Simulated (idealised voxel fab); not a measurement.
process module | voxel wiring stack
cross-section cut | 290 nm wide | cells 5 nm
A cross-section is a grid of square cells, given in bands from the top down. A band is one or more rows of cells.
Each band's line starts with the height of the band's top and of its bottom, in nm. Then come its materials from left to right, each with its width in nm. One material with "throughout" fills the band from edge to edge. "air" is empty space.
Height 0 is the level under which the wafer as received is all one material. The lowest band goes on downwards, as in "0 down".
A width such as "30 to 40" changes by the same amount from each row of cells to the next, from the band's top row to its bottom row.
"no change" after a step means that no cell of the cross-section changed.
closed voids: empty space of 8 cells or more with no open way to the top, each as width x height at its distance from the left edge, in nm
after a step's settings: what the simulator itself notes on the step
overlay nm, on a step with a mask: how far to the right of its planned place the mask lay; to the left if negative
plan
1 op RECEIVE | material Si
2 op CONFORMAL_DEP | material SiO2 | thk nm 15
3 op CONFORMAL_DEP | material SiCN | thk nm 5
4 op DIRECTIONAL_DEP | material lowk | thk nm 20
5 op DIRECTIONAL_DEP | material aC | thk nm 10
6 op PATTERN | tone open | mask id METAL_1 | material resist | width nm 30 | pitch nm 45 | thk nm 25 | overlay nm 0
7 op DIRECTIONAL_ETCH | etch materials aC | depth nm 10
8 op STRIP | etch materials resist
9 op DIRECTIONAL_ETCH | etch materials lowk | depth nm 20
10 op DIRECTIONAL_ETCH | etch materials SiCN | depth nm 5
11 op STRIP | etch materials aC
12 op CONFORMAL_DEP | material TiN | thk nm 5
13 op FILL_DEP | material Cu | thk nm 10
14 op CMP | height nm 40
15 op CONFORMAL_DEP | material SiCN | thk nm 5
16 op DIRECTIONAL_DEP | material SiO2 | thk nm 15
17 op PATTERN | tone open | mask id PLUG_1 | material resist | width nm 15 | pitch nm 45 | thk nm 15 | overlay nm 0
18 op DIRECTIONAL_ETCH | etch materials SiO2 | depth nm 15
19 op DIRECTIONAL_ETCH | etch materials SiCN | depth nm 5
20 op STRIP | etch materials resist
21 op EPI | material Ru | thk nm 10
22 op EPI | material Ru | thk nm 10
23 op CONFORMAL_DEP | material SiCN | thk nm 5
24 op DIRECTIONAL_DEP | material lowk | thk nm 20
25 op MASKED_ETCH | tone open | mask id METAL_2 | width nm 30 | pitch nm 45 | etch materials lowk | depth nm 20 | overlay nm 0
26 op MASKED_ETCH | tone open | mask id METAL_2 | width nm 30 | pitch nm 45 | etch materials SiCN | depth nm 5 | overlay nm 0
27 op CONFORMAL_DEP | material TiN | thk nm 5
28 op FILL_DEP | material W | thk nm 10
29 op CMP | height nm 85
30 op CONFORMAL_DEP | material SiCN | thk nm 5
31 op DIRECTIONAL_DEP | material lowk | thk nm 25
32 op PATTERN | tone open | mask id METAL_3_HOLES | material resist | width nm 15 | pitch nm 90 | thk nm 15 | overlay nm -15
33 op DIRECTIONAL_ETCH | etch materials lowk | depth nm 25
34 op STRIP | etch materials resist
35 op DIRECTIONAL_DEP | material aC | thk nm 15
36 op PATTERN | tone open | mask id METAL_3 | material resist | width nm 30 | pitch nm 45 | thk nm 35 | overlay nm 0
37 op DIRECTIONAL_ETCH | etch materials aC | depth nm 15
38 op STRIP | etch materials resist
39 op DIRECTIONAL_ETCH | etch materials lowk | depth nm 15
40 op DIRECTIONAL_ETCH | etch materials SiCN | depth nm 5
41 op STRIP | etch materials aC
42 op CONFORMAL_DEP | material TiN | thk nm 5
43 op FILL_DEP | material Cu | thk nm 5
44 op CMP | height nm 115
45 op CONFORMAL_DEP | material SiCN | thk nm 5
varied across the wafers: overlay nm of step 32. The plan shows the first wafer's value. All wafers start alike
first wafer as received, after step 1
  0 down: Si throughout
  closed voids: none
first wafer at the end, after step 45
  120 to 115: SiCN throughout
  115 to 105: lowk 45 | TiN 5 | Cu 35 | TiN 5 | lowk 15 | TiN 5 | Cu 65 | TiN 5 | lowk 15 | TiN 5 | Cu 20 | TiN 5 | lowk 65
  105 to 100: lowk 45 | TiN 5 | Cu 5 | TiN 35 | lowk 15 | TiN 35 | Cu 5 | TiN 35 | lowk 15 | TiN 30 | lowk 65
  100 to 95: lowk 45 | TiN 5 | Cu 5 | TiN 5 | lowk 75 | TiN 5 | Cu 5 | TiN 5 | lowk 140
  95 to 90: lowk 45 | TiN 15 | lowk 75 | TiN 15 | lowk 140
  90 to 85: SiCN throughout
  85 to 65: lowk 60 | TiN 5 | W 20 | TiN 5 | lowk 15 | TiN 5 | W 20 | TiN 5 | lowk 15 | TiN 5 | W 20 | TiN 5 | lowk 15 | TiN 5 | W 20 | TiN 5 | lowk 65
  65 to 60: SiCN 60 | TiN 30 | SiCN 15 | TiN 30 | SiCN 15 | TiN 30 | SiCN 15 | TiN 30 | SiCN 65
  60 to 45: SiO2 60 | Ru 15 | SiO2 30 | Ru 15 | SiO2 30 | Ru 15 | SiO2 30 | Ru 15 | SiO2 80
  45 to 40: SiCN 60 | Ru 15 | SiCN 30 | Ru 15 | SiCN 30 | Ru 15 | SiCN 30 | Ru 15 | SiCN 80
  40 to 20: lowk 60 | TiN 5 | Cu 20 | TiN 5 | lowk 15 | TiN 5 | Cu 20 | TiN 5 | lowk 15 | TiN 5 | Cu 20 | TiN 5 | lowk 15 | TiN 5 | Cu 20 | TiN 5 | lowk 65
  20 to 15: SiCN 60 | TiN 30 | SiCN 15 | TiN 30 | SiCN 15 | TiN 30 | SiCN 15 | TiN 30 | SiCN 65
  15 to 0: SiO2 throughout
  0 down: Si throughout
  closed voids: none
last wafer at the end
  120 to 115: SiCN throughout
  115 to 105: lowk 60 | TiN 5 | Cu 20 | TiN 5 | lowk 15 | TiN 5 | Cu 20 | TiN 5 | lowk 15 | TiN 5 | Cu 20 | TiN 5 | lowk 15 | TiN 5 | Cu 20 | TiN 5 | lowk 65
  105 to 100: lowk 60 | TiN 20 | Cu 5 | TiN 5 | lowk 15 | TiN 30 | lowk 15 | TiN 20 | Cu 5 | TiN 5 | lowk 15 | TiN 30 | lowk 65
  100 to 90: lowk 75 | TiN 5 | Cu 5 | TiN 5 | lowk 75 | TiN 5 | Cu 5 | TiN 5 | lowk 110
  90 to 85: SiCN 75 | TiN 15 | SiCN 75 | TiN 15 | SiCN 110
  85 to 65: lowk 60 | TiN 5 | W 20 | TiN 5 | lowk 15 | TiN 5 | W 20 | TiN 5 | lowk 15 | TiN 5 | W 20 | TiN 5 | lowk 15 | TiN 5 | W 20 | TiN 5 | lowk 65
  65 to 60: SiCN 60 | TiN 30 | SiCN 15 | TiN 30 | SiCN 15 | TiN 30 | SiCN 15 | TiN 30 | SiCN 65
  60 to 45: SiO2 60 | Ru 15 | SiO2 30 | Ru 15 | SiO2 30 | Ru 15 | SiO2 30 | Ru 15 | SiO2 80
  45 to 40: SiCN 60 | Ru 15 | SiCN 30 | Ru 15 | SiCN 30 | Ru 15 | SiCN 30 | Ru 15 | SiCN 80
  40 to 20: lowk 60 | TiN 5 | Cu 20 | TiN 5 | lowk 15 | TiN 5 | Cu 20 | TiN 5 | lowk 15 | TiN 5 | Cu 20 | TiN 5 | lowk 15 | TiN 5 | Cu 20 | TiN 5 | lowk 65
  20 to 15: SiCN 60 | TiN 30 | SiCN 15 | TiN 30 | SiCN 15 | TiN 30 | SiCN 15 | TiN 30 | SiCN 65
  15 to 0: SiO2 throughout
  0 down: Si throughout
  closed voids: none
each wafer at the end: cells of each material gained (+) or lost (-) since it was received, then its closed voids
overlay nm -15 | +116 Cu | +48 Ru | +230 SiCN | +312 SiO2 | +162 TiN | +64 W | +460 lowk | closed voids: none
overlay nm -10 | +108 Cu | +48 Ru | +228 SiCN | +312 SiO2 | +166 TiN | +64 W | +466 lowk | closed voids: none
overlay nm -5 | +104 Cu | +48 Ru | +226 SiCN | +312 SiO2 | +166 TiN | +64 W | +472 lowk | closed voids: none
overlay nm 0 | +102 Cu | +48 Ru | +224 SiCN | +312 SiO2 | +164 TiN | +64 W | +478 lowk | closed voids: none
overlay nm 5 | +102 Cu | +48 Ru | +224 SiCN | +312 SiO2 | +164 TiN | +64 W | +478 lowk | closed voids: none
overlay nm 10 | +102 Cu | +48 Ru | +224 SiCN | +312 SiO2 | +164 TiN | +64 W | +478 lowk | closed voids: none
overlay nm 15 | +102 Cu | +48 Ru | +224 SiCN | +312 SiO2 | +164 TiN | +64 W | +478 lowk | closed voids: none
